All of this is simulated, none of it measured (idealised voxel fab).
Module name: voxel ribs on slabs (process module)
In the cross-section labelled cut, the width is 235 nm and each square cell is 5 nm.
Think of the cross-section as a grid of square cells. We describe it in bands, top to bottom, and each band covers one or more rows of those cells.
Band: top and bottom heights (nm) first, top before bottom; then materials from left to right, widths in nm. "full width" marks a sole material filling the band edge to edge. "air" denotes empty space.
Convention: height 0 is the level below which the wafer, as received, is all one material. The lowest band does not terminate at the bottom but continues downward, represented as "0..down".
Top row gets the first number, bottom row gets the second, and each row in between changes by the same step: that is how a band width like "30..40" works.
Where a step carries "stayed the same", the cross-section came out of it unchanged, cell for cell.
"Voids, fully enclosed" - sealed voids, min. 8 cells, no opening to top; format: width x height at distance (distance from left edge; nm throughout).
Step line, after settings: the simulator's comment on this step.
If you see "overlay nm" on a step's line and that step has a mask, it's telling you how far right of where it was planned the mask ended up; a negative number means it went left instead.

PROCESS STEPS FORESEEN IN THE PLAN
- 1: RECEIVE, material Si
- 2: DIRECTIONAL_DEP, material SiO2, thk nm 25
- 3: DIRECTIONAL_DEP, material polySi, thk nm 20
- 4: MASKED_ETCH, tone cover, mask id RIB, width nm 20, etch materials polySi, depth nm 5, overlay nm 0
- 5: MASKED_ETCH, tone cover, mask id SLAB, width nm 70, etch materials polySi, depth nm 15, overlay nm 0
- 6: FILL_DEP, material SiO2, thk nm 25
- 7: CMP, height nm 65
- 8: DIRECTIONAL_DEP, material TiN, thk nm 5
- 9: PATTERN, tone cover, mask id HEATER, material resist, width nm 30, thk nm 20, overlay nm 0
- 10: DIRECTIONAL_ETCH, etch materials TiN, depth nm 5
- 11: STRIP, etch materials resist
- 12: CONFORMAL_DEP, material SiO2, thk nm 5

FIRST OF TWO WAFERS: RUN AS PLANNED

CROSS-SECTION OF THE WAFER AS IT CAME TO US, I.E., ALREADY THROUGH STEP 1
  0..down = Si full width
  Voids, fully enclosed: none

AFTER STEP 2, IN CROSS-SECTION
  25..0 = SiO2 full width
  Below 0, the layers are the same as they were.

AFTER STEP 3, IN CROSS-SECTION
  45..25 = polySi full width
  Below 25, the layers are the same as they were.

AFTER STEP 4, IN CROSS-SECTION
  45..40 = air (105)  polySi (20)  air (110)
  Below 40, the layers are the same as they were.

AFTER STEP 5, IN CROSS-SECTION
  45..40 = air (105)  polySi (20)  air (110)
  40..25 = air (80)  polySi (70)  air (85)
  Below 25, the layers are the same as they were.

AFTER STEP 6, IN CROSS-SECTION
  70..45 = SiO2 full width
  45..40 = SiO2 (105)  polySi (20)  SiO2 (110)
  40..25 = SiO2 (80)  polySi (70)  SiO2 (85)
  Below 25, the layers are the same as they were.

AFTER STEP 7, IN CROSS-SECTION
  65..45 = SiO2 full width
  Below 45, the layers are the same as they were.

AFTER STEP 8, IN CROSS-SECTION
  70..65 = TiN full width
  Below 65, the layers are the same as they were.

AFTER STEP 9, IN CROSS-SECTION
  90..70 = air (100)  resist (30)  air (105)
  Below 70, the layers are the same as they were.

AFTER STEP 10, IN CROSS-SECTION
  90..70 = air (100)  resist (30)  air (105)
  70..65 = air (100)  TiN (30)  air (105)
  Below 65, the layers are the same as they were.

AFTER STEP 11, IN CROSS-SECTION
  70..65 = air (100)  TiN (30)  air (105)
  Below 65, the layers are the same as they were.

AFTER STEP 12, IN CROSS-SECTION
  75..70 = air (95)  SiO2 (40)  air (100)
  70..65 = SiO2 (100)  TiN (30)  SiO2 (105)
  Below 65, the layers are the same as they were.

WAFER TWO OF TWO - SAME STARTING POINT, SAME PROCESS PLAN, ONE MISTAKE IN EXECUTION; MATCHES WAFER ONE UP TO AND INCLUDING STEP 10

SECOND WAFER, CROSS-SECTION, PLANNED END OF STEP 11
  0..down = Si full width

SECOND WAFER, CROSS-SECTION, PLANNED END OF STEP 12
  5..0 = SiO2 full width
  Below 0, the layers are the same as they were.
Deviation noted in wafer processing: step 11: run off-plan, actual operation and settings STRIP, etch materials SiO2
Materials where the second wafer ends with more or fewer cells than the first: -567 SiO2; -6 TiN; -46 polySi
